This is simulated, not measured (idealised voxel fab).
The process module that follows is named voxel self aligned contacts.
195 nm wide, 5 nm square cells: that's cross-section cut.
Just so we're on the same page, the cross-sections are grids of square cells, and they're listed out in bands top to bottom, each band one or more rows deep. In this notation a band is specified by the heights of its top and bottom, in that order and in nm, after which its materials appear from left to right, each paired with its width in nm. The word "edge to edge" attached to a single material means that material fills the band from edge to edge; the word "empty" stands for empty space. The level at which height equals 0 is the one under which the wafer, as it arrives, is entirely one material. No lower edge exists for the bottom band, which continues downward and is notated as in "0 and below". When a width is written as two numbers, as in "30 to 40", the first number is the width in the top row of cells of the band and the second is the width in its bottom row, and the width changes by the same amount from each row to the next. Take "remains unaltered" at face value: in the step it is given for, the cross-section changed in none of its cells. Basically, "Trapped voids" tells you about the enclosed voids: empty spaces with no open way to the top, 8 cells or bigger, each written width x height at distance, where distance is from the left edge, all in nm. Formally, on a step line, whatever follows the settings is a remark that the simulator itself makes on the step. overlay nm: on a step with a mask, how far right of its planned place the mask lay; negative means left.

Process steps (planned):
1. RECEIVE | material Si
2. CONFORMAL_DEP | material SiO2 | thk nm 5
3. DIRECTIONAL_DEP | material polySi | thk nm 25
4. DIRECTIONAL_DEP | material SiN | thk nm 25
5. DIRECTIONAL_DEP | material aC | thk nm 15
6. PATTERN | tone cover | mask id GATE | material resist | width nm 25 | pitch nm 65 | thk nm 35 | overlay nm 0
7. DIRECTIONAL_ETCH | etch materials aC | depth nm 15
8. STRIP | etch materials resist
9. DIRECTIONAL_ETCH | etch materials SiN | depth nm 25
10. DIRECTIONAL_ETCH | etch materials polySi | depth nm 25
11. STRIP | etch materials aC
12. CONFORMAL_DEP | material SiN | thk nm 10
13. DIRECTIONAL_ETCH | etch materials SiN | depth nm 10
14. FILL_DEP | material SiO2 | thk nm 15
15. CMP | height nm 60
16. MASKED_ETCH | tone open | mask id CONTACT | width nm 50 | etch materials SiO2 | depth nm 60 | overlay nm 0
17. CONFORMAL_DEP | material TiN | thk nm 5
18. FILL_DEP | material Ru | thk nm 5
19. CMP | height nm 60
20. CONFORMAL_DEP | material SiN | thk nm 5

So this is the incoming wafer in cross-section - it's already been through step 1:
- 0 and below | Si edge to edge
- Trapped voids: none

End state of the module in cross-section, given the above starting point and plan and one mistake in execution:
- 65 down to 60 | SiN edge to edge
- 60 down to 55 | SiO2 (60), then TiN (30), then Ru (10), then TiN (10), then SiO2 (85)
- 55 down to 30 | SiO2 (40), then SiN (45), then TiN (5), then Ru (10), then TiN (5), then SiN (45), then SiO2 (45)
- 30 down to 5 | SiO2 (40), then SiN (10), then polySi (25), then SiN (10), then TiN (5), then Ru (10), then TiN (5), then SiN (10), then polySi (25), then SiN (10), then SiO2 (45)
- 5 down to 0 | SiO2 (85), then TiN (20), then SiO2 (90)
- 0 and below | Si edge to edge
- Trapped voids: none
Plan not followed: step 16 did not use the planned setting and instead ran as MASKED_ETCH | tone open | mask id CONTACT | width nm 50 | etch materials SiO2 | depth nm 60 | overlay nm -10
